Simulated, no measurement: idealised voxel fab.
Process module name: voxel self aligned vias
Cross-section cut: width 255 nm, square cells of 5 nm.
Heads up, the way a cross-section reads in here is a grid of square cells, handed over as bands from the top down, with every band being one or more rows of cells. Band entry format. Leading values: height of top, height of bottom, nm. Remainder: materials in left-to-right order, each with its width in nm. Special words: "edge to edge" on a single material, which then fills the band edge to edge; "blank", empty space. Heights are expressed relative to 0, this being the level below which the as-received wafer comprises one material exclusively. The lowest band is unbounded in the downward direction and is denoted as in "top 0, no bottom". You'd read "30..40" like this: the band's top row of cells is as wide as the first number, its bottom row is as wide as the second, and going down, every row changes width by the same amount as the row before did. Key: "stayed the same" - step with no changed cell in the cross-section. Enclosed voids (no open way to top), threshold 8 cells or more, entry "Cavities, sealed", notation width x height at distance, distance from left edge, nm. It should be noted that, on the line of a given step, the content following the step's settings is a remark produced by the simulator itself with respect to that step. overlay nm: how far to the right of its planned place the mask lay on this masked step (negative: to the left).
## Planned process steps
| 1 | RECEIVE, material Si |
| 2 | CONFORMAL_DEP, material SiO2, thk nm 10 |
| 3 | CONFORMAL_DEP, material SiCN, thk nm 5 |
| 4 | DIRECTIONAL_DEP, material SiO2, thk nm 25 |
| 5 | DIRECTIONAL_DEP, material aC, thk nm 15 |
| 6 | PATTERN, tone open, mask id LINES, material resist, width nm 25, pitch nm 75, thk nm 30, overlay nm 0 |
| 7 | DIRECTIONAL_ETCH, etch materials aC, depth nm 15 |
| 8 | STRIP, etch materials resist |
| 9 | DIRECTIONAL_ETCH, etch materials SiO2, depth nm 25 |
| 10 | STRIP, etch materials aC |
| 11 | CONFORMAL_DEP, material TiN, thk nm 5 |
| 12 | FILL_DEP, material Ru, thk nm 5 |
| 13 | CMP, height nm 40 |
| 14 | SELECTIVE_ETCH, etch materials W Ru TiN, depth nm 10 |
| 15 | FILL_DEP, material SiN, thk nm 5 |
| 16 | CMP, height nm 40 |
| 17 | DIRECTIONAL_DEP, material SiO2, thk nm 15 |
| 18 | PATTERN, tone open, mask id VIAS, material resist, width nm 45, pitch nm 150, thk nm 15, overlay nm 0 |
| 19 | DIRECTIONAL_ETCH, etch materials SiO2, depth nm 15 |
| 20 | DIRECTIONAL_ETCH, etch materials SiN, depth nm 10 |
| 21 | STRIP, etch materials resist |
| 22 | CONFORMAL_DEP, material TiN, thk nm 5 |
| 23 | FILL_DEP, material Cu, thk nm 10 |
| 24 | CMP, height nm 55 |
| 25 | CONFORMAL_DEP, material SiN, thk nm 5 |
## Run as planned: first of two wafers
## Wafer at receipt (post step 1), cross-section
> top 0, no bottom = Si edge to edge
> Cavities, sealed: none
## Step 2 done - wafer cross-section
> top 10, bottom 0 = SiO2 edge to edge
> At heights below 0, the structure remains unaltered.
## Step 3 done - wafer cross-section
> top 15, bottom 10 = SiCN edge to edge
> At heights below 10, the structure remains unaltered.
## Step 4 done - wafer cross-section
> top 40, bottom 15 = SiO2 edge to edge
> At heights below 15, the structure remains unaltered.
## Step 5 done - wafer cross-section
> top 55, bottom 40 = aC edge to edge
> At heights below 40, the structure remains unaltered.
## Step 6 done - wafer cross-section
> top 85, bottom 55 = 40 nm resist, then 25 nm blank, then 50 nm resist, then 25 nm blank, then 50 nm resist, then 25 nm blank, then 40 nm resist
> At heights below 55, the structure remains unaltered.
## Step 7 done - wafer cross-section
> top 70, bottom 55 = 40 nm resist, then 25 nm blank, then 50 nm resist, then 25 nm blank, then 50 nm resist, then 25 nm blank, then 40 nm resist
> top 55, bottom 40 = 40 nm aC, then 25 nm blank, then 50 nm aC, then 25 nm blank, then 50 nm aC, then 25 nm blank, then 40 nm aC
> At heights below 40, the structure remains unaltered.
## Step 8 done - wafer cross-section
> top 55, bottom 40 = 40 nm aC, then 25 nm blank, then 50 nm aC, then 25 nm blank, then 50 nm aC, then 25 nm blank, then 40 nm aC
> At heights below 40, the structure remains unaltered.
## Step 9 done - wafer cross-section
> top 55, bottom 40 = 40 nm aC, then 25 nm blank, then 50 nm aC, then 25 nm blank, then 50 nm aC, then 25 nm blank, then 40 nm aC
> top 40, bottom 15 = 40 nm SiO2, then 25 nm blank, then 50 nm SiO2, then 25 nm blank, then 50 nm SiO2, then 25 nm blank, then 40 nm SiO2
> At heights below 15, the structure remains unaltered.
## Step 10 done - wafer cross-section
> top 40, bottom 15 = 40 nm SiO2, then 25 nm blank, then 50 nm SiO2, then 25 nm blank, then 50 nm SiO2, then 25 nm blank, then 40 nm SiO2
> At heights below 15, the structure remains unaltered.
## Step 11 done - wafer cross-section
> top 45, bottom 40 = 45 nm TiN, then 15 nm blank, then 60 nm TiN, then 15 nm blank, then 60 nm TiN, then 15 nm blank, then 45 nm TiN
> top 40, bottom 20 = 40 nm SiO2, then 5 nm TiN, then 15 nm blank, then 5 nm TiN, then 50 nm SiO2, then 5 nm TiN, then 15 nm blank, then 5 nm TiN, then 50 nm SiO2, then 5 nm TiN, then 15 nm blank, then 5 nm TiN, then 40 nm SiO2
> top 20, bottom 15 = 40 nm SiO2, then 25 nm TiN, then 50 nm SiO2, then 25 nm TiN, then 50 nm SiO2, then 25 nm TiN, then 40 nm SiO2
> At heights below 15, the structure remains unaltered.
## Step 12 done - wafer cross-section
> top 50, bottom 45 = Ru edge to edge
> top 45, bottom 40 = 45 nm TiN, then 15 nm Ru, then 60 nm TiN, then 15 nm Ru, then 60 nm TiN, then 15 nm Ru, then 45 nm TiN
> top 40, bottom 20 = 40 nm SiO2, then 5 nm TiN, then 15 nm Ru, then 5 nm TiN, then 50 nm SiO2, then 5 nm TiN, then 15 nm Ru, then 5 nm TiN, then 50 nm SiO2, then 5 nm TiN, then 15 nm Ru, then 5 nm TiN, then 40 nm SiO2
> At heights below 20, the structure remains unaltered.
## Step 13 done - wafer cross-section
> top 40, bottom 20 = 40 nm SiO2, then 5 nm TiN, then 15 nm Ru, then 5 nm TiN, then 50 nm SiO2, then 5 nm TiN, then 15 nm Ru, then 5 nm TiN, then 50 nm SiO2, then 5 nm TiN, then 15 nm Ru, then 5 nm TiN, then 40 nm SiO2
> At heights below 20, the structure remains unaltered.
## Step 14 done - wafer cross-section
> top 40, bottom 30 = 40 nm SiO2, then 25 nm blank, then 50 nm SiO2, then 25 nm blank, then 50 nm SiO2, then 25 nm blank, then 40 nm SiO2
> At heights below 30, the structure remains unaltered.
## Step 15 done - wafer cross-section
> top 45, bottom 40 = SiN edge to edge
> top 40, bottom 30 = 40 nm SiO2, then 25 nm SiN, then 50 nm SiO2, then 25 nm SiN, then 50 nm SiO2, then 25 nm SiN, then 40 nm SiO2
> At heights below 30, the structure remains unaltered.
## Step 16 done - wafer cross-section
> top 40, bottom 30 = 40 nm SiO2, then 25 nm SiN, then 50 nm SiO2, then 25 nm SiN, then 50 nm SiO2, then 25 nm SiN, then 40 nm SiO2
> At heights below 30, the structure remains unaltered.
## Step 17 done - wafer cross-section
> top 55, bottom 40 = SiO2 edge to edge
> At heights below 40, the structure remains unaltered.
## Step 18 done - wafer cross-section
> top 70, bottom 55 = 30 nm resist, then 45 nm blank, then 105 nm resist, then 45 nm blank, then 30 nm resist
> At heights below 55, the structure remains unaltered.
## Step 19 done - wafer cross-section
> top 70, bottom 55 = 30 nm resist, then 45 nm blank, then 105 nm resist, then 45 nm blank, then 30 nm resist
> top 55, bottom 40 = 30 nm SiO2, then 45 nm blank, then 105 nm SiO2, then 45 nm blank, then 30 nm SiO2
> At heights below 40, the structure remains unaltered.
## Step 20 done - wafer cross-section
> top 70, bottom 55 = 30 nm resist, then 45 nm blank, then 105 nm resist, then 45 nm blank, then 30 nm resist
> top 55, bottom 40 = 30 nm SiO2, then 45 nm blank, then 105 nm SiO2, then 45 nm blank, then 30 nm SiO2
> top 40, bottom 30 = 40 nm SiO2, then 25 nm blank, then 50 nm SiO2, then 25 nm SiN, then 50 nm SiO2, then 25 nm blank, then 40 nm SiO2
> At heights below 30, the structure remains unaltered.
## Step 21 done - wafer cross-section
> top 55, bottom 40 = 30 nm SiO2, then 45 nm blank, then 105 nm SiO2, then 45 nm blank, then 30 nm SiO2
> At heights below 40, the structure remains unaltered.
## Step 22 done - wafer cross-section
> top 60, bottom 55 = 35 nm TiN, then 35 nm blank, then 115 nm TiN, then 35 nm blank, then 35 nm TiN
> top 55, bottom 45 = 30 nm SiO2, then 5 nm TiN, then 35 nm blank, then 5 nm TiN, then 105 nm SiO2, then 5 nm TiN, then 35 nm blank, then 5 nm TiN, then 30 nm SiO2
> top 45, bottom 40 = 30 nm SiO2, then 15 nm TiN, then 15 nm blank, then 15 nm TiN, then 105 nm SiO2, then 15 nm TiN, then 15 nm blank, then 15 nm TiN, then 30 nm SiO2
> top 40, bottom 35 = 40 nm SiO2, then 5 nm TiN, then 15 nm blank, then 5 nm TiN, then 50 nm SiO2, then 25 nm SiN, then 50 nm SiO2, then 5 nm TiN, then 15 nm blank, then 5 nm TiN, then 40 nm SiO2
> top 35, bottom 30 = 40 nm SiO2, then 25 nm TiN, then 50 nm SiO2, then 25 nm SiN, then 50 nm SiO2, then 25 nm TiN, then 40 nm SiO2
> At heights below 30, the structure remains unaltered.
## Step 23 done - wafer cross-section
> top 70, bottom 60 = Cu edge to edge
> top 60, bottom 55 = 35 nm TiN, then 35 nm Cu, then 115 nm TiN, then 35 nm Cu, then 35 nm TiN
> top 55, bottom 45 = 30 nm SiO2, then 5 nm TiN, then 35 nm Cu, then 5 nm TiN, then 105 nm SiO2, then 5 nm TiN, then 35 nm Cu, then 5 nm TiN, then 30 nm SiO2
> top 45, bottom 40 = 30 nm SiO2, then 15 nm TiN, then 15 nm Cu, then 15 nm TiN, then 105 nm SiO2, then 15 nm TiN, then 15 nm Cu, then 15 nm TiN, then 30 nm SiO2
> top 40, bottom 35 = 40 nm SiO2, then 5 nm TiN, then 15 nm Cu, then 5 nm TiN, then 50 nm SiO2, then 25 nm SiN, then 50 nm SiO2, then 5 nm TiN, then 15 nm Cu, then 5 nm TiN, then 40 nm SiO2
> At heights below 35, the structure remains unaltered.
## Step 24 done - wafer cross-section
> top 55, bottom 45 = 30 nm SiO2, then 5 nm TiN, then 35 nm Cu, then 5 nm TiN, then 105 nm SiO2, then 5 nm TiN, then 35 nm Cu, then 5 nm TiN, then 30 nm SiO2
> At heights below 45, the structure remains unaltered.
## Step 25 done - wafer cross-section
> top 60, bottom 55 = SiN edge to edge
> At heights below 55, the structure remains unaltered.
## Wafer two. Same start, same plan, one slip in execution. Same as wafer one through step 18, inclusive
## Second wafer: cross-section at the scheduled end of step 19
> top 70, bottom 55 = 30 nm resist, then 45 nm blank, then 105 nm resist, then 45 nm blank, then 30 nm resist
> top 55, bottom 40 = 30 nm SiO2, then 45 nm blank, then 105 nm SiO2, then 45 nm blank, then 30 nm SiO2
> top 40, bottom 30 = 30 nm SiO2, then 10 nm blank, then 25 nm SiN, then 10 nm blank, then 40 nm SiO2, then 25 nm SiN, then 40 nm SiO2, then 10 nm blank, then 25 nm SiN, then 10 nm blank, then 30 nm SiO2
> top 30, bottom 25 = 30 nm SiO2, then 10 nm blank, then 5 nm TiN, then 15 nm Ru, then 5 nm TiN, then 10 nm blank, then 40 nm SiO2, then 5 nm TiN, then 15 nm Ru, then 5 nm TiN, then 40 nm SiO2, then 10 nm blank, then 5 nm TiN, then 15 nm Ru, then 5 nm TiN, then 10 nm blank, then 30 nm SiO2
> At heights below 25, the structure remains unaltered.
## Second wafer: cross-section at the scheduled end of step 20
> top 70, bottom 55 = 30 nm resist, then 45 nm blank, then 105 nm resist, then 45 nm blank, then 30 nm resist
> top 55, bottom 40 = 30 nm SiO2, then 45 nm blank, then 105 nm SiO2, then 45 nm blank, then 30 nm SiO2
> top 40, bottom 30 = 30 nm SiO2, then 45 nm blank, then 40 nm SiO2, then 25 nm SiN, then 40 nm SiO2, then 45 nm blank, then 30 nm SiO2
> At heights below 30, the structure remains unaltered.
## Second wafer: cross-section at the scheduled end of step 21
> top 55, bottom 40 = 30 nm SiO2, then 45 nm blank, then 105 nm SiO2, then 45 nm blank, then 30 nm SiO2
> At heights below 40, the structure remains unaltered.
## Second wafer: cross-section at the scheduled end of step 22
> top 60, bottom 55 = 35 nm TiN, then 35 nm blank, then 115 nm TiN, then 35 nm blank, then 35 nm TiN
> top 55, bottom 40 = 30 nm SiO2, then 5 nm TiN, then 35 nm blank, then 5 nm TiN, then 105 nm SiO2, then 5 nm TiN, then 35 nm blank, then 5 nm TiN, then 30 nm SiO2
> top 40, bottom 35 = 30 nm SiO2, then 5 nm TiN, then 35 nm blank, then 5 nm TiN, then 40 nm SiO2, then 25 nm SiN, then 40 nm SiO2, then 5 nm TiN, then 35 nm blank, then 5 nm TiN, then 30 nm SiO2
> top 35, bottom 30 = 30 nm SiO2, then 45 nm TiN, then 40 nm SiO2, then 25 nm SiN, then 40 nm SiO2, then 45 nm TiN, then 30 nm SiO2
> top 30, bottom 20 = 30..40 nm SiO2, then 15..5 nm TiN, then 15 nm Ru, then 15..5 nm TiN, then 40..50 nm SiO2, then 5 nm TiN, then 15 nm Ru, then 5 nm TiN, then 40..50 nm SiO2, then 15..5 nm TiN, then 15 nm Ru, then 15..5 nm TiN, then 30..40 nm SiO2
> At heights below 20, the structure remains unaltered.
## Second wafer: cross-section at the scheduled end of step 23
> top 70, bottom 60 = Cu edge to edge
> top 60, bottom 55 = 35 nm TiN, then 35 nm Cu, then 115 nm TiN, then 35 nm Cu, then 35 nm TiN
> top 55, bottom 40 = 30 nm SiO2, then 5 nm TiN, then 35 nm Cu, then 5 nm TiN, then 105 nm SiO2, then 5 nm TiN, then 35 nm Cu, then 5 nm TiN, then 30 nm SiO2
> top 40, bottom 35 = 30 nm SiO2, then 5 nm TiN, then 35 nm Cu, then 5 nm TiN, then 40 nm SiO2, then 25 nm SiN, then 40 nm SiO2, then 5 nm TiN, then 35 nm Cu, then 5 nm TiN, then 30 nm SiO2
> At heights below 35, the structure remains unaltered.
## Second wafer: cross-section at the scheduled end of step 24
> top 55, bottom 40 = 30 nm SiO2, then 5 nm TiN, then 35 nm Cu, then 5 nm TiN, then 105 nm SiO2, then 5 nm TiN, then 35 nm Cu, then 5 nm TiN, then 30 nm SiO2
> At heights below 40, the structure remains unaltered.
## Second wafer: cross-section at the scheduled end of step 25
> top 60, bottom 55 = SiN edge to edge
> At heights below 55, the structure remains unaltered.
Here's what went sideways: step 19 of the plan was executed twice over
FYI, end of process, the second wafer has more or fewer cells of some materials than the first: +16 Cu, -24 SiO2, +8 TiN
